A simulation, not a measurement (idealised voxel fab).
process module | voxel released beams
cross-section cut | 215 nm wide | cells 5 nm
A cross-section is a grid of square cells, given in bands from the top down. A band is one or more rows of cells.
Each band's line starts with the height of the band's top and of its bottom, in nm. Then come its materials from left to right, each with its width in nm. One material with "throughout" fills the band from edge to edge. "air" is empty space.
Height 0 is the level under which the wafer as received is all one material. The lowest band goes on downwards, as in "0 down".
A width such as "30 to 40" changes by the same amount from each row of cells to the next, from the band's top row to its bottom row.
"no change" after a step means that no cell of the cross-section changed.
closed voids: empty space of 8 cells or more with no open way to the top, each as width x height at its distance from the left edge, in nm
after a step's settings: what the simulator itself notes on the step
overlay nm, on a step with a mask: how far to the right of its planned place the mask lay; to the left if negative
plan
1 op RECEIVE | material Si
2 op CONFORMAL_DEP | material Al2O3 | thk nm 5
3 op DIRECTIONAL_DEP | material SiO2 | thk nm 15
4 op DIRECTIONAL_DEP | material aC | thk nm 15
5 op PATTERN | tone open | mask id ANCHOR | material resist | width nm 35 | thk nm 35 | overlay nm 0
6 op DIRECTIONAL_ETCH | etch materials aC | depth nm 15
7 op STRIP | etch materials resist
8 op DIRECTIONAL_ETCH | etch materials SiO2 | depth nm 15
9 op STRIP | etch materials aC
10 op CONFORMAL_DEP | material SiN | thk nm 15
11 op PATTERN | tone cover | mask id BEAM | material resist | width nm 95 | thk nm 15 | overlay nm 0
12 op DIRECTIONAL_ETCH | etch materials SiN | depth nm 15
13 op STRIP | etch materials resist
14 op STRIP | etch materials SiO2
as received, after step 1
  0 down: Si throughout
  closed voids: none
first wafer at the end, as planned
  35 to 20: air 55 | SiN 20 | air 5 | SiN 70 | air 65
  20 to 5: air 60 | SiN 35 | air 120
  5 to 0: Al2O3 throughout
  0 down: Si throughout
  closed voids: none
second wafer at the end: like start, like plan, one mistake
  30 to 15: air 55 | SiN 20 | air 5 | SiN 70 | air 65
  15 to 0: air 60 | SiN 35 | air 120
  0 down: Si throughout
  closed voids: none
what went wrong: step 2 was left out
at the end the second wafer has, in cells: 43 fewer of Al2O3
